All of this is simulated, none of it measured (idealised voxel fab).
Herein follows the process module entitled voxel ribs on slabs.
The cross-section shown here is cut; it is 165 nm wide and divided into square cells measuring 5 nm on a side.
Cross-section spec: square-cell grid; bands listed top down; each band is one or more rows. First you get the band's top height and its bottom height, in nm, and then the materials it's made of, left to right, with each width in nm. If you see a single material with "throughout", that one covers the band edge to edge. "blank" is empty space. All heights in this document are referenced to 0, defined as the level beneath which the wafer, as received, consists entirely of one material. The lowest band is not bounded below; it extends indefinitely downward and is written in the form "0 and below". When a width is written as two numbers, as in "30 to 40", the first number is the width in the top row of cells of the band and the second is the width in its bottom row, and the width changes by the same amount from each row to the next. Step marked "nothing got changed"? Then no cell in the cross-section changed in it. Entry "Unvented cavities". Content: empty spaces with no open connection to the top, size 8 cells or greater. Each: width x height at distance. Distance: from left edge. Unit: nm. after a step's settings: what the simulator itself notes on the step. overlay nm: right-of-plan distance of the mask on a masked step; negative values mean left-of-plan.

LISTED BELOW ARE THE PROCESS STEPS AS PLANNED
| 1 | RECEIVE: material Si |
| 2 | DIRECTIONAL_DEP: material SiO2, thk nm 20 |
| 3 | DIRECTIONAL_DEP: material SiN, thk nm 15 |
| 4 | PATTERN: tone cover, mask id RIB, material resist, width nm 15, thk nm 20, overlay nm 0 |
| 5 | DIRECTIONAL_ETCH: etch materials SiN, depth nm 5 |
| 6 | STRIP: etch materials resist |
| 7 | MASKED_ETCH: tone cover, mask id SLAB, width nm 55, etch materials SiN, depth nm 10, overlay nm 0 |
| 8 | FILL_DEP: material SiO2, thk nm 25 |
| 9 | CMP: height nm 55 |
| 10 | DIRECTIONAL_DEP: material TiN, thk nm 10 |
| 11 | DIRECTIONAL_DEP: material aC, thk nm 10 |
| 12 | PATTERN: tone cover, mask id HEATER, material resist, width nm 25, thk nm 30, overlay nm 0 |
| 13 | DIRECTIONAL_ETCH: etch materials aC, depth nm 10 |
| 14 | STRIP: etch materials resist |
| 15 | DIRECTIONAL_ETCH: etch materials TiN, depth nm 10 |
| 16 | STRIP: etch materials aC |
| 17 | CONFORMAL_DEP: material SiO2, thk nm 10 |

THIS IS THE CROSS-SECTION OF THE WAFER AS WE RECEIVED IT, I.E. AFTER STEP 1
	0 and below  Si throughout
	Unvented cavities: none

AS-PLANNED RUN: CROSS-SECTION OF THE FIRST OF TWO WAFERS AT END OF MODULE
	75 down to 65  blank=60, SiO2=45, blank=60
	65 down to 55  SiO2=70, TiN=25, SiO2=70
	55 down to 35  SiO2 throughout
	35 down to 30  SiO2=75, SiN=15, SiO2=75
	30 down to 20  SiO2=55, SiN=55, SiO2=55
	20 down to 0  SiO2 throughout
	0 and below  Si throughout
	Unvented cavities: none

PRESENTED HERE IS A CROSS-SECTION OF THE SECOND OF THE TWO WAFERS AS IT STOOD AT THE END OF THE MODULE. IT WAS STARTED IN THE SAME MANNER AND ASSIGNED THE SAME PLAN AS THE FIRST WAFER; HOWEVER, ONE MISTAKE WAS MADE IN ITS EXECUTION
	65 down to 55  blank=70, TiN=25, blank=70
	55 down to 35  SiO2 throughout
	35 down to 30  SiO2=75, SiN=15, SiO2=75
	30 down to 20  SiO2=55, SiN=55, SiO2=55
	20 down to 0  SiO2 throughout
	0 and below  Si throughout
	Unvented cavities: none
Nonconformance to the process plan: step 17 of the plan got skipped, so it never ran
Final cells, second wafer relative to first, materials higher or lower: SiO2 -74
